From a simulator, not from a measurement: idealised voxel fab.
process module | voxel capacitor over wiring
cross-section cut | 205 nm wide | cells 5 nm
A cross-section is a grid of square cells, given in bands from the top down. A band is one or more rows of cells.
Each band's line starts with the height of the band's top and of its bottom, in nm. Then come its materials from left to right, each with its width in nm. One material with "throughout" fills the band from edge to edge. "air" is empty space.
Height 0 is the level under which the wafer as received is all one material. The lowest band goes on downwards, as in "0 down".
A width such as "30 to 40" changes by the same amount from each row of cells to the next, from the band's top row to its bottom row.
"no change" after a step means that no cell of the cross-section changed.
closed voids: empty space of 8 cells or more with no open way to the top, each as width x height at its distance from the left edge, in nm
after a step's settings: what the simulator itself notes on the step
overlay nm, on a step with a mask: how far to the right of its planned place the mask lay; to the left if negative
plan
1 op RECEIVE | material Si
2 op CONFORMAL_DEP | material SiO2 | thk nm 10
3 op DIRECTIONAL_DEP | material TiN | thk nm 5
4 op DIRECTIONAL_DEP | material Ru | thk nm 20
5 op MASKED_ETCH | tone cover | mask id METAL_1 | width nm 25 | pitch nm 90 | etch materials Ru | depth nm 20 | overlay nm 0
6 op MASKED_ETCH | tone cover | mask id METAL_1 | width nm 25 | pitch nm 90 | etch materials TiN | depth nm 5 | overlay nm 0
7 op CONFORMAL_DEP | material SiN | thk nm 5
8 op FILL_DEP | material SiO2 | thk nm 10
9 op CMP | height nm 35
10 op CONFORMAL_DEP | material SiCN | thk nm 5
11 op DIRECTIONAL_DEP | material lowk | thk nm 20
12 op DIRECTIONAL_DEP | material aC | thk nm 10
13 op PATTERN | tone open | mask id PLUG_1 | material resist | width nm 15 | thk nm 30 | overlay nm 0
14 op DIRECTIONAL_ETCH | etch materials aC | depth nm 10
15 op STRIP | etch materials resist
16 op DIRECTIONAL_ETCH | etch materials lowk | depth nm 20
17 op DIRECTIONAL_ETCH | etch materials SiCN | depth nm 5
18 op STRIP | etch materials aC
19 op EPI | material Ru | thk nm 10
20 op EPI | material Ru | thk nm 10
21 op EPI | material Ru | thk nm 5
22 op DIRECTIONAL_DEP | material TiN | thk nm 10
23 op DIRECTIONAL_DEP | material SiN | thk nm 5
24 op DIRECTIONAL_DEP | material TiN | thk nm 5
25 op PATTERN | tone cover | mask id UPPER_PLATE | material resist | width nm 70 | thk nm 15 | overlay nm 0
26 op DIRECTIONAL_ETCH | etch materials TiN | depth nm 5
27 op DIRECTIONAL_ETCH | etch materials SiN | depth nm 5
28 op STRIP | etch materials resist
29 op DIRECTIONAL_DEP | material aC | thk nm 15
30 op PATTERN | tone cover | mask id LOWER_PLATE | material resist | width nm 80 | thk nm 30 | overlay nm 0
31 op DIRECTIONAL_ETCH | etch materials aC | depth nm 15
32 op STRIP | etch materials resist
33 op DIRECTIONAL_ETCH | etch materials TiN | depth nm 10
34 op STRIP | etch materials aC
35 op FILL_DEP | material SiO2 | thk nm 20
36 op CMP | height nm 95
37 op MASKED_ETCH | tone open | mask id PLUG_2 | width nm 15 | etch materials SiO2 | depth nm 15 | overlay nm 0
38 op CONFORMAL_DEP | material TiN | thk nm 5
39 op FILL_DEP | material W | thk nm 10
40 op CMP | height nm 95
41 op CONFORMAL_DEP | material SiN | thk nm 5
as received, after step 1
  0 down: Si throughout
  closed voids: none
a wafer at the end: this start, this plan, one mistake
  100 to 95: SiN throughout
  95 to 85: SiO2 65 | TiN 5 | W 5 | TiN 5 | SiO2 125
  85 to 75: SiO2 65 to 55 | TiN 15 to 70 | SiO2 125 to 80
  75 to 70: SiO2 55 | SiN 70 | SiO2 80
  70 to 60: SiO2 50 | TiN 80 | SiO2 75
  60 to 40: lowk 55 | Ru 15 | lowk 135
  40 to 35: SiCN 55 | Ru 15 | SiCN 135
  35 to 20: SiO2 30 | SiN 5 | Ru 25 | SiN 5 | SiO2 55 | SiN 5 | Ru 25 | SiN 5 | SiO2 50
  20 to 15: SiO2 30 | SiN 5 | Ru 25 | SiN 15 | SiO2 45 | SiN 5 | Ru 25 | SiN 15 | SiO2 40
  15 to 10: SiN 35 | TiN 35 | SiN 55 | TiN 35 | SiN 45
  10 to 0: SiO2 throughout
  0 down: Si throughout
  closed voids: none
what went wrong: step 5 ran as: op MASKED_ETCH | tone cover | mask id METAL_1 | width nm 25 | pitch nm 90 | etch materials Ru | depth nm 20 | overlay nm -10
